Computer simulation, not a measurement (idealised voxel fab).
Process module under the name voxel quadruple lines
The cross-section shown here is cut; it is 165 nm wide and divided into square cells measuring 5 nm on a side.
Cross-section = grid of square cells, listed top down in bands; band = one or more rows.
First you get the band's top height and its bottom height, in nm, and then the materials it's made of, left to right, with each width in nm. If you see a single material with "full width", that one covers the band edge to edge. "empty" is empty space.
Height 0 is the level under which the wafer as received is all one material. The lowest band goes on downwards, as in "from 0 down".
A width such as "30..40" changes by the same amount from each row of cells to the next, from the band's top row to its bottom row.
When a step is marked "no modification", none of the cells in the cross-section changed during that step.
Reported under the label "Closed empty spaces" are the empty spaces having no open way to the top and comprising 8 cells or more; the notation for each is width x height at distance, in which the distance is measured from the left edge and all three values are in nm.
Note: text after step settings on the step line = simulator remark on that step.
Steps that use a mask can have "overlay nm" on their line. It says how far the mask sat to the right of where it was meant to be. Negative means to the left.
### These are the steps we planned for the process
1 RECEIVE,material Si
2 CONFORMAL_DEP,material SiO2,thk nm 10
3 DIRECTIONAL_DEP,material TiN,thk nm 15
4 DIRECTIONAL_DEP,material polySi,thk nm 5
5 DIRECTIONAL_DEP,material aC,thk nm 20
6 PATTERN,tone cover,mask id MANDREL,material resist,width nm 25,thk nm 30,overlay nm 0
7 DIRECTIONAL_ETCH,etch materials aC,depth nm 20
8 STRIP,etch materials resist
9 CONFORMAL_DEP,material SiO2,thk nm 15
10 DIRECTIONAL_ETCH,etch materials SiO2,depth nm 15
11 STRIP,etch materials aC
12 DIRECTIONAL_ETCH,etch materials polySi,depth nm 15
13 STRIP,etch materials SiO2
14 CONFORMAL_DEP,material SiCN,thk nm 5
15 DIRECTIONAL_ETCH,etch materials SiCN,depth nm 5
16 STRIP,etch materials polySi
17 DIRECTIONAL_ETCH,etch materials TiN,depth nm 15
18 STRIP,etch materials SiCN
The wafers are alike at the start. At step 4, their thk nm differs. The plan lists the first wafer's value.
### The first of several wafers, as received after step 1, seen in section
  from 0 down = Si full width
  Closed empty spaces: none
### End of module: cross-section of the first of several wafers after step 18, the last step
  from 25 to 10 = 50 of empty; 5 of TiN; 15 of empty; 5 of TiN; 15 of empty; 5 of TiN; 15 of empty; 5 of TiN; 50 of empty
  from 10 to 0 = SiO2 full width
  from 0 down = Si full width
  Closed empty spaces: none
### Last wafer, end of module, cross-section
  from 10 to 0 = SiO2 full width
  from 0 down = Si full width
  Closed empty spaces: none
### End of module, by wafer: material-by-material cell gain (+) or loss (-) since receipt, then closed voids
thk nm 5, +66 SiO2, +12 TiN, Closed empty spaces: none
thk nm 10, +66 SiO2, +12 TiN, Closed empty spaces: none
thk nm 15, +66 SiO2, +12 TiN, Closed empty spaces: none
thk nm 20, +66 SiO2, Closed empty spaces: none
thk nm 25, +66 SiO2, Closed empty spaces: none
thk nm 30, +66 SiO2, Closed empty spaces: none
